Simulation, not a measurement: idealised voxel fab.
process module | voxel local oxidation
Pictured: cross-section cut, 265 nm wide, on a grid of 5 nm square cells.
For the purposes of this document, a cross-section shall be understood as a grid of square cells, specified as bands listed in top-to-bottom order, each band consisting of one or more rows of cells. It is stipulated that each band's entry specify, in nanometres, the height of the top of the band and then that of its bottom, followed by the materials of the band in left-to-right sequence, each together with its width in nanometres. A single material marked by the word "full width" is understood to fill the band from edge to edge; the word "blank" is understood to denote empty space. Beneath 0, the wafer as received is one material, and that level is where height counting begins. The lowest band goes on downward without a bottom; it is written like "0 and below". Width: "30 to 40" (first number = top row, second number = bottom row, same change from row to row of cells). No cell of the cross-section changed in a step that is given as "nothing changed". Voids not open to the top, 8 cells minimum: see "Closed cavities". Written width x height at distance; distance is from the left edge; nm. That trailing text on a step's line, after the settings, is the simulator's own remark on the step. Among the settings permitted on a step's line is "overlay nm"; applied to a step with a mask, it specifies the extent to which the mask lay to the right of its planned position, whereas a negative figure signifies a position to the left.
-- Steps planned for the process
1) op RECEIVE | material Si
2) op CONFORMAL_DEP | material SiO2 | thk nm 5
3) op CONFORMAL_DEP | material SiN | thk nm 15
4) op MASKED_ETCH | tone cover | mask id ACTIVE | width nm 95 | pitch nm 120 | etch materials SiN | depth nm 15 | overlay nm -10
5) op SELECTIVE_ETCH | etch materials SiO2 | depth nm 5
6) op OXIDIZE | depth nm 10
7) op STRIP | etch materials SiN
The value of overlay nm given for step 4 in the plan refers to the first wafer; the wafers vary in this setting and are alike at the start.
-- Cross-section of the first of several received wafers, showing its state after step 1
  0 and below: Si full width
  Closed cavities: none
-- At the end of the module, after its last step, step 7, the first of several wafers appears in cross-section as follows
  5 down to 0: blank: 20, then SiO2: 85, then blank: 35, then SiO2: 85, then blank: 40
  0 down to -10: SiO2: 30, then Si: 65, then SiO2: 55, then Si: 65, then SiO2: 50
  -10 and below: Si full width
  Closed cavities: none
-- End of module: cross-section, last of several wafers
  5 down to 0: blank: 40, then SiO2: 85, then blank: 35, then SiO2: 85, then blank: 20
  0 down to -10: SiO2: 50, then Si: 65, then SiO2: 55, then Si: 65, then SiO2: 30
  -10 and below: Si full width
  Closed cavities: none
-- The table below has one row for each wafer; a row shows, as of the end of the module, how many cells of each material the wafer has gained, marked (+), or lost, marked (-), since it was received, and then the wafer's closed voids
overlay nm -10; -54 Si; +88 SiO2; Closed cavities: none
overlay nm -5; -54 Si; +88 SiO2; Closed cavities: none
overlay nm 0; -54 Si; +88 SiO2; Closed cavities: none
overlay nm 5; -54 Si; +88 SiO2; Closed cavities: none
overlay nm 10; -54 Si; +88 SiO2; Closed cavities: none
